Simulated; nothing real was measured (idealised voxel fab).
The name of this process module is voxel gate over fins.
205 nm wide, 5 nm square cells: that's cross-section cut.
This document writes a cross-section as a grid whose cells are square, and gives it as bands, listed from the top down; one or more rows of cells form a band. Look at the band entry: it leads with the top's height and the bottom's height in nm. Then it lists the materials left to right, with a width in nm for each. The word "throughout" on a single material says that material fills the band edge to edge. The word "air" is empty space. The level at which height equals 0 is the one under which the wafer, as it arrives, is entirely one material. No lower edge exists for the bottom band, which continues downward and is notated as in "0 and below". Width spec "30 to 40" -> top row of cells at first value, bottom row at second value, equal per-row change in between. Any step labelled "no alteration" changed none of the cells in the cross-section. Under "Enclosed internal voids" you'll find the enclosed gaps, the ones with no way out to the top, that are 8 cells or bigger; each reads width x height at distance, with distance counted from the left edge, everything in nm. Whatever follows a step's settings on its line is a remark the simulator itself makes about that step. On any step carrying a mask, the "overlay nm" setting, if present on the step's line, tells how far right of its planned place the mask lay; negative values point to the left.
Planned step list for the process
1. RECEIVE, material Si
2. CONFORMAL_DEP, material SiN, thk nm 5
3. PATTERN, tone cover, mask id FINS, material resist, width nm 15, pitch nm 45, thk nm 20, overlay nm 0
4. DIRECTIONAL_ETCH, etch materials SiN, depth nm 10
5. DIRECTIONAL_ETCH, etch materials Si, depth nm 35
6. STRIP, etch materials resist
7. FILL_DEP, material SiO2, thk nm 10
8. CMP, height nm 10
9. SELECTIVE_ETCH, etch materials SiO2, depth nm 20
10. STRIP, etch materials SiN
11. CONFORMAL_DEP, material HfO2, thk nm 5
12. CONFORMAL_DEP, material TiN, thk nm 5
13. FILL_DEP, material W, thk nm 15
14. CMP, height nm 20
15. CONFORMAL_DEP, material SiCN, thk nm 10
varied across the wafers: thk nm of step 2. The plan shows the first wafer's value. All wafers start alike
Cross-section: the first of several wafers in its as-received state, i.e. following step 1
0 and below | Si throughout
Enclosed internal voids: none
Gained (+) or lost (-) cells of each material since receipt, then closed voids: one row per wafer, at the end of the module
thk nm 5; +57 HfO2; -203 Si; +82 SiCN; +145 SiO2; +57 TiN; +108 W; Enclosed internal voids: none
thk nm 10; +57 HfO2; -203 Si; +82 SiCN; +145 SiO2; +57 TiN; +108 W; Enclosed internal voids: none
thk nm 15; +41 HfO2; +82 SiCN; +41 TiN; +82 W; Enclosed internal voids: none
thk nm 20; +41 HfO2; +82 SiCN; +41 TiN; +82 W; Enclosed internal voids: none
thk nm 25; +41 HfO2; +82 SiCN; +41 TiN; +82 W; Enclosed internal voids: none
